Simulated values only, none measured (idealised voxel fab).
The name of this process module is voxel self aligned contacts.
Section shown: cut. Width: 185 nm. Cell size: 5 nm, square.
Cross-section spec: square-cell grid; bands listed top down; each band is one or more rows.
Top height, bottom height, nm. Materials left to right, width each, nm. Single material + "throughout" = fills band edge to edge. "air" = empty.
Below 0: as-received wafer, all one material; heights counted from there. Lowest band: no bottom, goes on down, written "0 down".
Think of "30->40" as a width that walks from the first number to the second as you go down the band, top row to bottom row, taking equal-sized steps from row to row.
When a step is marked "no modification", none of the cells in the cross-section changed during that step.
Enclosed voids (no open way to top), threshold 8 cells or more, entry "Voids, sealed", notation width x height at distance, distance from left edge, nm.
That trailing text on a step's line, after the settings, is the simulator's own remark on the step.
overlay nm: right-of-plan distance of the mask on a masked step; negative values mean left-of-plan.
### This section lists the process steps that were planned
1: RECEIVE,material Si
2: OXIDIZE,depth nm 5
3: DIRECTIONAL_DEP,material polySi,thk nm 25
4: DIRECTIONAL_DEP,material SiN,thk nm 20
5: MASKED_ETCH,tone cover,mask id GATE,width nm 35,pitch nm 80,etch materials SiN,depth nm 20,overlay nm 0
6: MASKED_ETCH,tone cover,mask id GATE,width nm 35,pitch nm 80,etch materials polySi,depth nm 25,overlay nm 0
7: CONFORMAL_DEP,material SiN,thk nm 10
8: DIRECTIONAL_ETCH,etch materials SiN,depth nm 10
9: FILL_DEP,material SiO2,thk nm 20
10: CMP,height nm 55
11: PATTERN,tone open,mask id CONTACT,material resist,width nm 55,thk nm 15,overlay nm 0
12: DIRECTIONAL_ETCH,etch materials SiO2,depth nm 60
13: STRIP,etch materials resist
14: CONFORMAL_DEP,material TiN,thk nm 5
15: FILL_DEP,material Ru,thk nm 10
16: CMP,height nm 55
17: CONFORMAL_DEP,material SiCN,thk nm 5
### As-received wafer cross-section (after step 1)
> 0 down = Si throughout
> Voids, sealed: none
### Same starting wafer, same plan as above, one mistake in the execution; this is the cross-section at the end of the module
> 60 to 55 = SiCN throughout
> 55 to 45 = 65 SiO2 / 5->20 TiN / 45->15 SiO2 / 5->20 TiN / 65 SiO2
> 45 to 25 = 25 SiO2 / 55 SiN / 5 TiN / 15 SiO2 / 5 TiN / 55 SiN / 25 SiO2
> 25 to 0 = 25 SiO2 / 10 SiN / 35 polySi / 10 SiN / 5 TiN / 15 SiO2 / 5 TiN / 10 SiN / 35 polySi / 10 SiN / 25 SiO2
> 0 to -5 = 80 SiO2 / 25 TiN / 80 SiO2
> -5 down = Si throughout
> Voids, sealed: none
The plan and the run diverged here: so step 15 ended up running with a different setting than we planned, it ran as FILL_DEP,material SiO2,thk nm 10
